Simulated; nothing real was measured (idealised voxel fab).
Process module, titled voxel transistor to metal
Cross-section cut spans 160 nm and uses square cells 5 nm in size.
Cross-section, as written here: a square-cell grid given band by band from the top down, where a band holds one or more rows of cells.
Per band: top height and bottom height in nm, followed by the left-to-right materials and their widths in nm; "all across" marks a single material spanning edge to edge, "air" marks empty space.
Where do heights start? At 0: under that level the wafer as delivered is made of one material only. And the lowest band has no floor; it just carries on downward, as in "0 down".
A two-number width, for instance "30 to 40", indicates that the width is equal to the first number in the top row of the band and to the second number in the bottom row, and that it changes by a constant amount per row of cells.
You'll sometimes find "stayed the same" written for a step, and that's the way of saying that nowhere in the cross-section did a cell change during that step.
Voids not open to the top, 8 cells minimum: see "Closed internal voids". Written width x height at distance; distance is from the left edge; nm.
after a step's settings: what the simulator itself notes on the step
overlay nm: mask right of planned place by this much (step with mask). Neg. = left.
### List of planned process steps
1,RECEIVE (material Si)
2,OXIDIZE (depth nm 5)
3,CONFORMAL_DEP (material SiN; thk nm 10)
4,MASKED_ETCH (tone cover; mask id ACTIVE; width nm 100; etch materials SiN; depth nm 10; overlay nm 0)
5,MASKED_ETCH (tone cover; mask id ACTIVE; width nm 100; etch materials SiO2; depth nm 5; overlay nm 0)
6,MASKED_ETCH (tone cover; mask id ACTIVE; width nm 100; etch materials Si; depth nm 25; overlay nm 0)
7,OXIDIZE (depth nm 5)
8,FILL_DEP (material SiO2; thk nm 15)
9,CMP (height nm 10)
10,SELECTIVE_ETCH (etch materials SiO2; depth nm 5)
11,STRIP (etch materials SiN)
12,SELECTIVE_ETCH (etch materials SiO2; depth nm 5)
13,OXIDIZE (depth nm 5)
14,DIRECTIONAL_DEP (material polySi; thk nm 30)
15,DIRECTIONAL_DEP (material SiCN; thk nm 10)
16,MASKED_ETCH (tone cover; mask id GATE; width nm 20; etch materials SiCN; depth nm 20; overlay nm 0)
17,MASKED_ETCH (tone cover; mask id GATE; width nm 20; etch materials polySi; depth nm 40; overlay nm 0)
18,CONFORMAL_DEP (material SiN; thk nm 5)
19,DIRECTIONAL_ETCH (etch materials SiN; depth nm 5)
20,DIRECTIONAL_ETCH (etch materials SiO2; depth nm 5)
21,EPI (material pSi; thk nm 5)
22,FILL_DEP (material SiO2; thk nm 10)
23,CMP (height nm 35)
24,DIRECTIONAL_DEP (material SiO2; thk nm 15)
25,MASKED_ETCH (tone open; mask id CONTACT; width nm 15; pitch nm 75; etch materials SiO2; depth nm 55; overlay nm 0)
26,CONFORMAL_DEP (material TiN; thk nm 5)
27,FILL_DEP (material Ru; thk nm 5)
28,CMP (height nm 50)
29,CONFORMAL_DEP (material SiCN; thk nm 5)
30,DIRECTIONAL_DEP (material SiO2; thk nm 25)
31,PATTERN (tone open; mask id METAL_1; material resist; width nm 15; pitch nm 75; thk nm 15; overlay nm 0)
32,DIRECTIONAL_ETCH (etch materials SiO2; depth nm 25)
33,DIRECTIONAL_ETCH (etch materials SiCN; depth nm 5)
34,STRIP (etch materials resist)
35,CONFORMAL_DEP (material TiN; thk nm 5)
36,FILL_DEP (material Ru; thk nm 5)
37,CMP (height nm 80)
38,EPI (material Ru; thk nm 5)
39,FILL_DEP (material SiCN; thk nm 5)
### Here's what the wafer looked like in cross-section when it arrived - that's after step 1
> 0 down: Si all across
> Closed internal voids: none
### The first of the two wafers as seen in cross-section once the module was finished; processing followed the plan
> 90 to 85: SiCN all across
> 85 to 80: SiCN 30 | Ru 25 | SiCN 50 | Ru 25 | SiCN 30
> 80 to 55: SiO2 35 | TiN 5 | Ru 5 | TiN 5 | SiO2 60 | TiN 5 | Ru 5 | TiN 5 | SiO2 35
> 55 to 50: SiCN 35 | TiN 15 | SiCN 60 | TiN 15 | SiCN 35
> 50 to 35: SiO2 35 | TiN 5 | Ru 5 | TiN 5 | SiO2 60 | TiN 5 | Ru 5 | TiN 5 | SiO2 35
> 35 to 25: SiO2 35 | TiN 5 | Ru 5 | TiN 5 | SiO2 15 | SiN 5 | SiCN 20 | SiN 5 | SiO2 15 | TiN 5 | Ru 5 | TiN 5 | SiO2 35
> 25 to 0: SiO2 35 | TiN 5 | Ru 5 | TiN 5 | SiO2 15 | SiN 5 | polySi 20 | SiN 5 | SiO2 15 | TiN 5 | Ru 5 | TiN 5 | SiO2 35
> 0 to -5: SiO2 25 | SiN 5 | SiO2 5 | TiN 15 | SiO2 15 | SiN 5 | polySi 20 | SiN 5 | SiO2 15 | TiN 15 | SiO2 5 | SiN 5 | SiO2 25
> -5 to -10: SiO2 30 | pSi 35 | SiO2 30 | pSi 35 | SiO2 30
> -10 to -35: SiO2 35 | Si 90 | SiO2 35
> -35 down: Si all across
> Closed internal voids: none
### second wafer at the end: like start, like plan, one mistake
> 85 to 80: air 30 | Ru 25 | air 50 | Ru 25 | air 30
> 80 to 55: SiO2 35 | TiN 5 | Ru 5 | TiN 5 | SiO2 60 | TiN 5 | Ru 5 | TiN 5 | SiO2 35
> 55 to 50: SiCN 35 | TiN 15 | SiCN 60 | TiN 15 | SiCN 35
> 50 to 35: SiO2 35 | TiN 5 | Ru 5 | TiN 5 | SiO2 60 | TiN 5 | Ru 5 | TiN 5 | SiO2 35
> 35 to 25: SiO2 35 | TiN 5 | Ru 5 | TiN 5 | SiO2 15 | SiN 5 | SiCN 20 | SiN 5 | SiO2 15 | TiN 5 | Ru 5 | TiN 5 | SiO2 35
> 25 to 0: SiO2 35 | TiN 5 | Ru 5 | TiN 5 | SiO2 15 | SiN 5 | polySi 20 | SiN 5 | SiO2 15 | TiN 5 | Ru 5 | TiN 5 | SiO2 35
> 0 to -5: SiO2 25 | SiN 5 | SiO2 5 | TiN 15 | SiO2 15 | SiN 5 | polySi 20 | SiN 5 | SiO2 15 | TiN 15 | SiO2 5 | SiN 5 | SiO2 25
> -5 to -10: SiO2 30 | pSi 35 | SiO2 30 | pSi 35 | SiO2 30
> -10 to -35: SiO2 35 | Si 90 | SiO2 35
> -35 down: Si all across
> Closed internal voids: none
what went wrong: step 39 of the plan never got run, it was skipped over
Per the end-of-run cell counts, the second wafer holds more or fewer of some materials than the first: 54 fewer of SiCN
